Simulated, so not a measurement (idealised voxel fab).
The name of this process module is voxel local oxidation.
Pictured: cross-section cut, 175 nm wide, on a grid of 5 nm square cells.
Square cells in a grid make up a cross-section in this document, and the grid is given as bands, listed from the top down, each one or more rows of cells.
Top height, bottom height, nm. Materials left to right, width each, nm. Single material + "all across" = fills band edge to edge. "empty" = empty.
Ref level 0: as-received wafer is one material below here. Bottom band extends down with no lower bound ("0 down").
A two-number width, for instance "30..40", indicates that the width is equal to the first number in the top row of the band and to the second number in the bottom row, and that it changes by a constant amount per row of cells.
When a step is marked "nothing changed", none of the cells in the cross-section changed during that step.
"Voids lacking openings" - sealed voids, min. 8 cells, no opening to top; format: width x height at distance (distance from left edge; nm throughout).
If you see something after the settings on a step's line, that's the simulator's own remark about that step.
"overlay nm", when on a step's line for a step with a mask, measures how far to the right of its planned place the mask lay; a negative measure means to the left.
### The following list gives the planned process steps
1. RECEIVE,material Si
2. OXIDIZE,depth nm 5
3. CONFORMAL_DEP,material SiN,thk nm 10
4. MASKED_ETCH,tone cover,mask id ACTIVE,width nm 115,etch materials SiN,depth nm 10,overlay nm 0
5. SELECTIVE_ETCH,etch materials SiO2,depth nm 5
6. OXIDIZE,depth nm 15
7. STRIP,etch materials SiN
### Account of the first of two wafers, which was processed as intended
### Wafer cross-section on receipt, i.e. after step 1
* 0 down = Si all across
* Voids lacking openings: none
### Wafer xsec, post step 2
* 0 to -5 = SiO2 all across
* Anything lower than -5 is untouched.
### Wafer xsec, post step 3
* 10 to 0 = SiN all across
* Anything lower than 0 is untouched.
### Wafer xsec, post step 4
* 10 to 0 = empty=30  SiN=115  empty=30
* Anything lower than 0 is untouched.
### Wafer xsec, post step 5
* 10 to 0 = empty=30  SiN=115  empty=30
* 0 to -5 = empty=35  SiO2=105  empty=35
* Anything lower than -5 is untouched.
### Wafer xsec, post step 6
* 10 to 0 = empty=30  SiN=115  empty=30
* 0 to -5 = empty=35  SiO2=105  empty=35
* -5 to -20 = SiO2=50  Si=75  SiO2=50
* Anything lower than -20 is untouched.
### Wafer xsec, post step 7
* 0 to -5 = empty=35  SiO2=105  empty=35
* Anything lower than -5 is untouched.
### Wafer two. Same start, same plan, one slip in execution. Same as wafer one through step 3, inclusive
### At the planned end of step 4, the second wafer in cross-section
* 10 to 0 = empty=40  SiN=115  empty=20
* Anything lower than 0 is untouched.
### At the planned end of step 5, the second wafer in cross-section
* 10 to 0 = empty=40  SiN=115  empty=20
* 0 to -5 = empty=45  SiO2=105  empty=25
* Anything lower than -5 is untouched.
### At the planned end of step 6, the second wafer in cross-section
* 10 to 0 = empty=40  SiN=115  empty=20
* 0 to -5 = empty=45  SiO2=105  empty=25
* -5 to -20 = SiO2=60  Si=75  SiO2=40
* Anything lower than -20 is untouched.
### At the planned end of step 7, the second wafer in cross-section
* 0 to -5 = empty=45  SiO2=105  empty=25
* Anything lower than -5 is untouched.
The plan and the run diverged here: not per plan at step 4, really ran MASKED_ETCH,tone cover,mask id ACTIVE,width nm 115,etch materials SiN,depth nm 10,overlay nm 10
Tallied in cells, the final second wafer holds each material in the same quantity as the first, although not at the same places.
